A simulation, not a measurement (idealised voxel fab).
The process module that follows is named voxel quadruple lines.
Square cells of 5 nm make up the cross-section cut, whose width is 245 nm.
In this document a cross-section is written as a grid of square cells. It is given as a series of bands, listed from the top down, and a band is one or more rows of cells. Quick guide to a band line: top height, bottom height (nm) up front; then every material left to right with its width in nm. Only one material and it's marked "throughout"? Then it fills the band edge to edge. And "empty" just means empty space. Zero point of the height axis is 0; under it, received wafer = one material. Lowest band: continues down indefinitely, "0 nm and below". The expression "30 to 40" gives the width at the extremes of the band, the first number at its top row of cells and the second at its bottom row, with the width changing by equal amounts from each row to the next in between. "changes: none" for a step: no cell of the cross-section changed in that step. What "Closed void roster" gives you is every empty space of 8 cells or more that is cut off from the top. Each appears as width x height at distance, with the distance taken from the left edge and width, height and distance all in nm. Anything after a step's settings on that line? It's the simulator's own note about the step. The optional step-line setting "overlay nm" applies to steps with a mask and quantifies how far to the right of its planned location the mask lay, a negative value indicating leftward placement.
plan:
1) RECEIVE [material Si]
2) CONFORMAL_DEP [material Al2O3] [thk nm 5]
3) DIRECTIONAL_DEP [material W] [thk nm 10]
4) DIRECTIONAL_DEP [material polySi] [thk nm 20]
5) DIRECTIONAL_DEP [material aC] [thk nm 20]
6) PATTERN [tone cover] [mask id MANDREL] [material resist] [width nm 35] [pitch nm 100] [thk nm 25] [overlay nm 0]
7) DIRECTIONAL_ETCH [etch materials aC] [depth nm 20]
8) STRIP [etch materials resist]
9) CONFORMAL_DEP [material SiO2] [thk nm 15]
10) DIRECTIONAL_ETCH [etch materials SiO2] [depth nm 15]
11) STRIP [etch materials aC]
12) DIRECTIONAL_ETCH [etch materials polySi] [depth nm 20]
13) STRIP [etch materials SiO2]
14) CONFORMAL_DEP [material SiN] [thk nm 10]
15) DIRECTIONAL_ETCH [etch materials SiN] [depth nm 10]
16) STRIP [etch materials polySi]
17) DIRECTIONAL_ETCH [etch materials W] [depth nm 10]
18) STRIP [etch materials SiN]
Wafer, first of two, run as planned:
Step 1 complete: cross-section of the wafer as received:
    0 nm and below  Si throughout
    Closed void roster: none
The following cross-section depicts the wafer upon completion of step 2:
    5 nm to 0 nm  Al2O3 throughout
    Note: structure below 0 unchanged.
The following cross-section depicts the wafer upon completion of step 3:
    15 nm to 5 nm  W throughout
    Note: structure below 5 unchanged.
The following cross-section depicts the wafer upon completion of step 4:
    35 nm to 15 nm  polySi throughout
    Note: structure below 15 unchanged.
The following cross-section depicts the wafer upon completion of step 5:
    55 nm to 35 nm  aC throughout
    Note: structure below 35 unchanged.
The following cross-section depicts the wafer upon completion of step 6:
    80 nm to 55 nm  55 nm empty; 35 nm resist; 65 nm empty; 35 nm resist; 55 nm empty
    Note: structure below 55 unchanged.
The following cross-section depicts the wafer upon completion of step 7:
    60 nm to 55 nm  55 nm empty; 35 nm resist; 65 nm empty; 35 nm resist; 55 nm empty
    55 nm to 35 nm  55 nm empty; 35 nm aC; 65 nm empty; 35 nm aC; 55 nm empty
    Note: structure below 35 unchanged.
The following cross-section depicts the wafer upon completion of step 8:
    55 nm to 35 nm  55 nm empty; 35 nm aC; 65 nm empty; 35 nm aC; 55 nm empty
    Note: structure below 35 unchanged.
The following cross-section depicts the wafer upon completion of step 9:
    70 nm to 55 nm  40 nm empty; 65 nm SiO2; 35 nm empty; 65 nm SiO2; 40 nm empty
    55 nm to 50 nm  40 nm empty; 15 nm SiO2; 35 nm aC; 15 nm SiO2; 35 nm empty; 15 nm SiO2; 35 nm aC; 15 nm SiO2; 40 nm empty
    50 nm to 35 nm  55 nm SiO2; 35 nm aC; 65 nm SiO2; 35 nm aC; 55 nm SiO2
    Note: structure below 35 unchanged.
The following cross-section depicts the wafer upon completion of step 10:
    55 nm to 35 nm  40 nm empty; 15 nm SiO2; 35 nm aC; 15 nm SiO2; 35 nm empty; 15 nm SiO2; 35 nm aC; 15 nm SiO2; 40 nm empty
    Note: structure below 35 unchanged.
The following cross-section depicts the wafer upon completion of step 11:
    55 nm to 35 nm  40 nm empty; 15 nm SiO2; 35 nm empty; 15 nm SiO2; 35 nm empty; 15 nm SiO2; 35 nm empty; 15 nm SiO2; 40 nm empty
    Note: structure below 35 unchanged.
The following cross-section depicts the wafer upon completion of step 12:
    55 nm to 35 nm  40 nm empty; 15 nm SiO2; 35 nm empty; 15 nm SiO2; 35 nm empty; 15 nm SiO2; 35 nm empty; 15 nm SiO2; 40 nm empty
    35 nm to 15 nm  40 nm empty; 15 nm polySi; 35 nm empty; 15 nm polySi; 35 nm empty; 15 nm polySi; 35 nm empty; 15 nm polySi; 40 nm empty
    Note: structure below 15 unchanged.
The following cross-section depicts the wafer upon completion of step 13:
    35 nm to 15 nm  40 nm empty; 15 nm polySi; 35 nm empty; 15 nm polySi; 35 nm empty; 15 nm polySi; 35 nm empty; 15 nm polySi; 40 nm empty
    Note: structure below 15 unchanged.
The following cross-section depicts the wafer upon completion of step 14:
    45 nm to 35 nm  30 nm empty; 35 nm SiN; 15 nm empty; 35 nm SiN; 15 nm empty; 35 nm SiN; 15 nm empty; 35 nm SiN; 30 nm empty
    35 nm to 25 nm  30 nm empty; 10 nm SiN; 15 nm polySi; 10 nm SiN; 15 nm empty; 10 nm SiN; 15 nm polySi; 10 nm SiN; 15 nm empty; 10 nm SiN; 15 nm polySi; 10 nm SiN; 15 nm empty; 10 nm SiN; 15 nm polySi; 10 nm SiN; 30 nm empty
    25 nm to 15 nm  40 nm SiN; 15 nm polySi; 35 nm SiN; 15 nm polySi; 35 nm SiN; 15 nm polySi; 35 nm SiN; 15 nm polySi; 40 nm SiN
    Note: structure below 15 unchanged.
The following cross-section depicts the wafer upon completion of step 15:
    35 nm to 15 nm  30 nm empty; 10 nm SiN; 15 nm polySi; 10 nm SiN; 15 nm empty; 10 nm SiN; 15 nm polySi; 10 nm SiN; 15 nm empty; 10 nm SiN; 15 nm polySi; 10 nm SiN; 15 nm empty; 10 nm SiN; 15 nm polySi; 10 nm SiN; 30 nm empty
    Note: structure below 15 unchanged.
The following cross-section depicts the wafer upon completion of step 16:
    35 nm to 15 nm  30 nm empty; 10 nm SiN; 15 nm empty; 10 nm SiN; 15 nm empty; 10 nm SiN; 15 nm empty; 10 nm SiN; 15 nm empty; 10 nm SiN; 15 nm empty; 10 nm SiN; 15 nm empty; 10 nm SiN; 15 nm empty; 10 nm SiN; 30 nm empty
    Note: structure below 15 unchanged.
The following cross-section depicts the wafer upon completion of step 17:
    35 nm to 15 nm  30 nm empty; 10 nm SiN; 15 nm empty; 10 nm SiN; 15 nm empty; 10 nm SiN; 15 nm empty; 10 nm SiN; 15 nm empty; 10 nm SiN; 15 nm empty; 10 nm SiN; 15 nm empty; 10 nm SiN; 15 nm empty; 10 nm SiN; 30 nm empty
    15 nm to 5 nm  30 nm empty; 10 nm W; 15 nm empty; 10 nm W; 15 nm empty; 10 nm W; 15 nm empty; 10 nm W; 15 nm empty; 10 nm W; 15 nm empty; 10 nm W; 15 nm empty; 10 nm W; 15 nm empty; 10 nm W; 30 nm empty
    Note: structure below 5 unchanged.
The following cross-section depicts the wafer upon completion of step 18:
    15 nm to 5 nm  30 nm empty; 10 nm W; 15 nm empty; 10 nm W; 15 nm empty; 10 nm W; 15 nm empty; 10 nm W; 15 nm empty; 10 nm W; 15 nm empty; 10 nm W; 15 nm empty; 10 nm W; 15 nm empty; 10 nm W; 30 nm empty
    Note: structure below 5 unchanged.
It is to be noted that the second wafer proceeded from the same initial state and according to the same plan as the first, although one mistake was committed in its execution; through step 1, inclusive, the two wafers share an identical history:
Second wafer at the planned finish of step 2, seen in cross-section: changes: none
Second wafer at the planned finish of step 3, seen in cross-section:
    10 nm to 0 nm  W throughout
    Note: structure below 0 unchanged.
Second wafer at the planned finish of step 4, seen in cross-section:
    30 nm to 10 nm  polySi throughout
    Note: structure below 10 unchanged.
Second wafer at the planned finish of step 5, seen in cross-section:
    50 nm to 30 nm  aC throughout
    Note: structure below 30 unchanged.
Second wafer at the planned finish of step 6, seen in cross-section:
    75 nm to 50 nm  55 nm empty; 35 nm resist; 65 nm empty; 35 nm resist; 55 nm empty
    Note: structure below 50 unchanged.
Second wafer at the planned finish of step 7, seen in cross-section:
    55 nm to 50 nm  55 nm empty; 35 nm resist; 65 nm empty; 35 nm resist; 55 nm empty
    50 nm to 30 nm  55 nm empty; 35 nm aC; 65 nm empty; 35 nm aC; 55 nm empty
    Note: structure below 30 unchanged.
Second wafer at the planned finish of step 8, seen in cross-section:
    50 nm to 30 nm  55 nm empty; 35 nm aC; 65 nm empty; 35 nm aC; 55 nm empty
    Note: structure below 30 unchanged.
Second wafer at the planned finish of step 9, seen in cross-section:
    65 nm to 50 nm  40 nm empty; 65 nm SiO2; 35 nm empty; 65 nm SiO2; 40 nm empty
    50 nm to 45 nm  40 nm empty; 15 nm SiO2; 35 nm aC; 15 nm SiO2; 35 nm empty; 15 nm SiO2; 35 nm aC; 15 nm SiO2; 40 nm empty
    45 nm to 30 nm  55 nm SiO2; 35 nm aC; 65 nm SiO2; 35 nm aC; 55 nm SiO2
    Note: structure below 30 unchanged.
Second wafer at the planned finish of step 10, seen in cross-section:
    50 nm to 30 nm  40 nm empty; 15 nm SiO2; 35 nm aC; 15 nm SiO2; 35 nm empty; 15 nm SiO2; 35 nm aC; 15 nm SiO2; 40 nm empty
    Note: structure below 30 unchanged.
Second wafer at the planned finish of step 11, seen in cross-section:
    50 nm to 30 nm  40 nm empty; 15 nm SiO2; 35 nm empty; 15 nm SiO2; 35 nm empty; 15 nm SiO2; 35 nm empty; 15 nm SiO2; 40 nm empty
    Note: structure below 30 unchanged.
Second wafer at the planned finish of step 12, seen in cross-section:
    50 nm to 30 nm  40 nm empty; 15 nm SiO2; 35 nm empty; 15 nm SiO2; 35 nm empty; 15 nm SiO2; 35 nm empty; 15 nm SiO2; 40 nm empty
    30 nm to 10 nm  40 nm empty; 15 nm polySi; 35 nm empty; 15 nm polySi; 35 nm empty; 15 nm polySi; 35 nm empty; 15 nm polySi; 40 nm empty
    Note: structure below 10 unchanged.
Second wafer at the planned finish of step 13, seen in cross-section:
    30 nm to 10 nm  40 nm empty; 15 nm polySi; 35 nm empty; 15 nm polySi; 35 nm empty; 15 nm polySi; 35 nm empty; 15 nm polySi; 40 nm empty
    Note: structure below 10 unchanged.
Second wafer at the planned finish of step 14, seen in cross-section:
    40 nm to 30 nm  30 nm empty; 35 nm SiN; 15 nm empty; 35 nm SiN; 15 nm empty; 35 nm SiN; 15 nm empty; 35 nm SiN; 30 nm empty
    30 nm to 20 nm  30 nm empty; 10 nm SiN; 15 nm polySi; 10 nm SiN; 15 nm empty; 10 nm SiN; 15 nm polySi; 10 nm SiN; 15 nm empty; 10 nm SiN; 15 nm polySi; 10 nm SiN; 15 nm empty; 10 nm SiN; 15 nm polySi; 10 nm SiN; 30 nm empty
    20 nm to 10 nm  40 nm SiN; 15 nm polySi; 35 nm SiN; 15 nm polySi; 35 nm SiN; 15 nm polySi; 35 nm SiN; 15 nm polySi; 40 nm SiN
    Note: structure below 10 unchanged.
Second wafer at the planned finish of step 15, seen in cross-section:
    30 nm to 10 nm  30 nm empty; 10 nm SiN; 15 nm polySi; 10 nm SiN; 15 nm empty; 10 nm SiN; 15 nm polySi; 10 nm SiN; 15 nm empty; 10 nm SiN; 15 nm polySi; 10 nm SiN; 15 nm empty; 10 nm SiN; 15 nm polySi; 10 nm SiN; 30 nm empty
    Note: structure below 10 unchanged.
Second wafer at the planned finish of step 16, seen in cross-section:
    30 nm to 10 nm  30 nm empty; 10 nm SiN; 15 nm empty; 10 nm SiN; 15 nm empty; 10 nm SiN; 15 nm empty; 10 nm SiN; 15 nm empty; 10 nm SiN; 15 nm empty; 10 nm SiN; 15 nm empty; 10 nm SiN; 15 nm empty; 10 nm SiN; 30 nm empty
    Note: structure below 10 unchanged.
Second wafer at the planned finish of step 17, seen in cross-section:
    30 nm to 10 nm  30 nm empty; 10 nm SiN; 15 nm empty; 10 nm SiN; 15 nm empty; 10 nm SiN; 15 nm empty; 10 nm SiN; 15 nm empty; 10 nm SiN; 15 nm empty; 10 nm SiN; 15 nm empty; 10 nm SiN; 15 nm empty; 10 nm SiN; 30 nm empty
    10 nm to 0 nm  30 nm empty; 10 nm W; 15 nm empty; 10 nm W; 15 nm empty; 10 nm W; 15 nm empty; 10 nm W; 15 nm empty; 10 nm W; 15 nm empty; 10 nm W; 15 nm empty; 10 nm W; 15 nm empty; 10 nm W; 30 nm empty
    Note: structure below 0 unchanged.
Second wafer at the planned finish of step 18, seen in cross-section:
    10 nm to 0 nm  30 nm empty; 10 nm W; 15 nm empty; 10 nm W; 15 nm empty; 10 nm W; 15 nm empty; 10 nm W; 15 nm empty; 10 nm W; 15 nm empty; 10 nm W; 15 nm empty; 10 nm W; 15 nm empty; 10 nm W; 30 nm empty
    Note: structure below 0 unchanged.
Which mistake was made when the wafer was run? step 2 of the plan never got run, it was skipped over
The second wafer ends with more or fewer cells of some materials than the first, per final count: -49 Al2O3
